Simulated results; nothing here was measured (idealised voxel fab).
Module name: voxel released beams (process module)
Cross-sectional view cut (width: 285 nm; square cell size: 5 nm).
Square cells in a grid make up a cross-section in this document, and the grid is given as bands, listed from the top down, each one or more rows of cells.
Quick guide to a band line: top height, bottom height (nm) up front; then every material left to right with its width in nm. Only one material and it's marked "edge to edge"? Then it fills the band edge to edge. And "blank" just means empty space.
Measure heights from 0. That's the level where, below it, the as-received wafer is all one material. The lowest band is bottomless and extends downward; write it as in "0 nm and below".
Note: "30 to 40" means the width goes from the first number (top row of the band) to the second number (bottom row) in equal steps per row of cells.
"nothing altered" for a step: no cell of the cross-section changed in that step.
Listed in "Cavities, sealed": every empty space of 8 or more cells without an open way to the top. Form: width x height at distance, the distance being from the left edge, all in nm.
What comes after the settings on a step's line is commentary from the simulator itself on that step.
For masked steps, "overlay nm" on the step line gives how far right of plan the mask actually lay; a minus sign means it lay to the left.
[Listed below are the process steps as planned]
1. RECEIVE: material Si
2. CONFORMAL_DEP: material SiN, thk nm 5
3. DIRECTIONAL_DEP: material SiO2, thk nm 15
4. PATTERN: tone open, mask id ANCHOR, material resist, width nm 35, thk nm 20, overlay nm 0
5. DIRECTIONAL_ETCH: etch materials SiO2, depth nm 15
6. STRIP: etch materials resist
7. CONFORMAL_DEP: material polySi, thk nm 15
8. DIRECTIONAL_DEP: material aC, thk nm 15
9. PATTERN: tone cover, mask id BEAM, material resist, width nm 100, thk nm 30, overlay nm 0
10. DIRECTIONAL_ETCH: etch materials aC, depth nm 15
11. STRIP: etch materials resist
12. DIRECTIONAL_ETCH: etch materials polySi, depth nm 15
13. STRIP: etch materials aC
14. STRIP: etch materials SiO2
[Incoming wafer, cross-sectional view, post step 1]
> 0 nm and below = Si edge to edge
> Cavities, sealed: none
[a wafer at the end: this start, this plan, one mistake]
> 30 nm to 15 nm = 90 of blank / 20 of polySi / 5 of blank / 75 of polySi / 95 of blank
> 15 nm to 0 nm = 95 of blank / 35 of polySi / 155 of blank
> 0 nm and below = Si edge to edge
> Cavities, sealed: none
Run error: step 2 of the plan: omitted, not performed
